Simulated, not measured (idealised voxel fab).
process module | voxel wiring stack
cross-section cut | 175 nm wide | cells 5 nm
A cross-section is a grid of square cells, given in bands from the top down. A band is one or more rows of cells.
Each band's line starts with the height of the band's top and of its bottom, in nm. Then come its materials from left to right, each with its width in nm. One material with "throughout" fills the band from edge to edge. "air" is empty space.
Height 0 is the level under which the wafer as received is all one material. The lowest band goes on downwards, as in "0 down".
A width such as "30 to 40" changes by the same amount from each row of cells to the next, from the band's top row to its bottom row.
"no change" after a step means that no cell of the cross-section changed.
closed voids: empty space of 8 cells or more with no open way to the top, each as width x height at its distance from the left edge, in nm
after a step's settings: what the simulator itself notes on the step
overlay nm, on a step with a mask: how far to the right of its planned place the mask lay; to the left if negative
plan
1 op RECEIVE | material Si
2 op CONFORMAL_DEP | material SiO2 | thk nm 15
3 op DIRECTIONAL_DEP | material TiN | thk nm 5
4 op DIRECTIONAL_DEP | material Ru | thk nm 15
5 op MASKED_ETCH | tone cover | mask id METAL_1 | width nm 25 | pitch nm 55 | etch materials Ru | depth nm 15 | overlay nm 0
6 op MASKED_ETCH | tone cover | mask id METAL_1 | width nm 25 | pitch nm 55 | etch materials TiN | depth nm 5 | overlay nm 0
7 op FILL_DEP | material lowk | thk nm 5
8 op CMP | height nm 35
9 op CONFORMAL_DEP | material SiCN | thk nm 5
10 op DIRECTIONAL_DEP | material lowk | thk nm 10
11 op DIRECTIONAL_DEP | material aC | thk nm 15
12 op PATTERN | tone open | mask id PLUG_1 | material resist | width nm 15 | pitch nm 55 | thk nm 30 | overlay nm 0
13 op DIRECTIONAL_ETCH | etch materials aC | depth nm 15
14 op STRIP | etch materials resist
15 op DIRECTIONAL_ETCH | etch materials lowk | depth nm 10
16 op DIRECTIONAL_ETCH | etch materials SiCN | depth nm 5
17 op STRIP | etch materials aC
18 op CONFORMAL_DEP | material TiN | thk nm 5
19 op FILL_DEP | material Ru | thk nm 5
20 op CMP | height nm 50
21 op CONFORMAL_DEP | material SiCN | thk nm 5
22 op DIRECTIONAL_DEP | material SiO2 | thk nm 15
23 op PATTERN | tone open | mask id METAL_2 | material resist | width nm 25 | pitch nm 55 | thk nm 15 | overlay nm 0
24 op DIRECTIONAL_ETCH | etch materials SiO2 | depth nm 15
25 op DIRECTIONAL_ETCH | etch materials SiCN | depth nm 5
26 op STRIP | etch materials resist
27 op CONFORMAL_DEP | material TiN | thk nm 5
28 op FILL_DEP | material Ru | thk nm 5
29 op CMP | height nm 70
30 op CONFORMAL_DEP | material SiCN | thk nm 5
31 op DIRECTIONAL_DEP | material SiO2 | thk nm 30
32 op MASKED_ETCH | tone open | mask id METAL_3_HOLES | width nm 15 | etch materials SiO2 | depth nm 30 | overlay nm 0
33 op MASKED_ETCH | tone open | mask id METAL_3 | width nm 25 | pitch nm 55 | etch materials SiO2 | depth nm 15 | overlay nm 0
34 op MASKED_ETCH | tone open | mask id METAL_3 | width nm 25 | pitch nm 55 | etch materials SiCN | depth nm 5 | overlay nm 0
35 op CONFORMAL_DEP | material TiN | thk nm 5
36 op FILL_DEP | material Ru | thk nm 5
37 op CMP | height nm 105
38 op CONFORMAL_DEP | material SiCN | thk nm 5
as received, after step 1
  0 down: Si throughout
  closed voids: none
a wafer at the end: this start, this plan, one mistake
  110 to 105: SiCN throughout
  105 to 95: SiO2 40 | TiN 5 | Ru 25 | TiN 5 | SiO2 20 | TiN 5 | Ru 25 | TiN 5 | SiO2 45
  95 to 90: SiO2 40 | TiN 10 | Ru 5 | TiN 20 | SiO2 20 | TiN 35 | SiO2 45
  90 to 75: SiO2 45 | TiN 5 | Ru 5 | TiN 5 | SiO2 115
  75 to 70: SiCN 45 | TiN 15 | SiCN 115
  70 to 55: SiO2 45 | TiN 5 | Ru 15 | TiN 5 | SiO2 30 | TiN 5 | Ru 15 | TiN 5 | SiO2 50
  55 to 50: SiCN 45 | TiN 25 | SiCN 30 | TiN 25 | SiCN 50
  50 to 40: lowk 45 | TiN 5 | Ru 5 | TiN 5 | lowk 40 | TiN 5 | Ru 5 | TiN 5 | lowk 60
  40 to 35: SiCN 45 | TiN 15 | SiCN 40 | TiN 15 | SiCN 60
  35 to 20: lowk 45 | Ru 25 | lowk 30 | Ru 25 | lowk 50
  20 to 15: lowk 45 | TiN 25 | lowk 30 | TiN 25 | lowk 50
  15 to 0: SiO2 throughout
  0 down: Si throughout
  closed voids: none
what went wrong: step 33 ran as: op MASKED_ETCH | tone open | mask id METAL_3 | width nm 35 | pitch nm 55 | etch materials SiO2 | depth nm 15 | overlay nm 0
